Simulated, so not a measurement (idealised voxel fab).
Presented below is a process module, voxel released beams.
Displayed cross-section: cut, width of 140 nm, square cells sized 5 nm.
A cross-section in this document is a grid of square cells, and it is written down as bands, the top band listed before the ones below it; a band is made up of one or more rows of cells. Band entry format. Leading values: height of top, height of bottom, nm. Remainder: materials in left-to-right order, each with its width in nm. Special words: "everywhere" on a single material, which then fills the band edge to edge; "empty", empty space. Basically, 0 is our baseline, since under it the wafer straight out of the box is all one material. The bottom band has no lower end and keeps on going down, so it looks like "top 0, no bottom". A two-number width, for instance "30 to 40", indicates that the width is equal to the first number in the top row of the band and to the second number in the bottom row, and that it changes by a constant amount per row of cells. The designation "all unchanged", where it is given for a processing step, indicates that no cell of the cross-section was altered in the course of that step. "Internal closed voids" contains a list of empty spaces, each no smaller than 8 cells and without an open way to the top, written in the form width x height at distance with the distance from the left edge and all three in nm. Text after the settings on a step's line: the simulator's own remark on that step. On any step carrying a mask, the "overlay nm" setting, if present on the step's line, tells how far right of its planned place the mask lay; negative values point to the left.

# The steps planned for the process are as follows
1: RECEIVE, material Si
2: CONFORMAL_DEP, material Al2O3, thk nm 10
3: DIRECTIONAL_DEP, material SiO2, thk nm 15
4: MASKED_ETCH, tone open, mask id ANCHOR, width nm 15, etch materials SiO2, depth nm 15, overlay nm 0
5: CONFORMAL_DEP, material W, thk nm 10
6: MASKED_ETCH, tone cover, mask id BEAM, width nm 70, etch materials W, depth nm 10, overlay nm 0
7: STRIP, etch materials SiO2
Wafers differ in width nm at step 4; plan lists the first wafer's value; identical starting state.

# Received wafers, first of several: cross-section after step 1
- top 0, no bottom = Si everywhere
- Internal closed voids: none

# Module finished, last step 7 done: cross-section of the first of several wafers
- top 35, bottom 25 = empty 30 nm / W 70 nm / empty 40 nm
- top 25, bottom 10 = empty 40 nm / W 15 nm / empty 85 nm
- top 10, bottom 0 = Al2O3 everywhere
- top 0, no bottom = Si everywhere
- Internal closed voids: none

# Last wafer x-sec, end of module
- top 35, bottom 25 = empty 30 nm / W 10 nm / empty 20 nm / W 40 nm / empty 40 nm
- top 25, bottom 20 = empty 30 nm / W 10 nm / empty 20 nm / W 10 nm / empty 70 nm
- top 20, bottom 10 = empty 30 nm / W 40 nm / empty 70 nm
- top 10, bottom 0 = Al2O3 everywhere
- top 0, no bottom = Si everywhere
- Internal closed voids: none

# Here is how to read the rows: every wafer has a row, and it shows the wafer at the end of the module, giving for each material how many cells were gained (+) or lost (-) since the wafer was received, then listing its closed voids
width nm 15 | +56 Al2O3 | +37 W | Internal closed voids: none
width nm 20 | +56 Al2O3 | +40 W | Internal closed voids: none
width nm 25 | +56 Al2O3 | +40 W | Internal closed voids: none
width nm 30 | +56 Al2O3 | +40 W | Internal closed voids: none
width nm 35 | +56 Al2O3 | +40 W | Internal closed voids: none
width nm 40 | +56 Al2O3 | +40 W | Internal closed voids: none
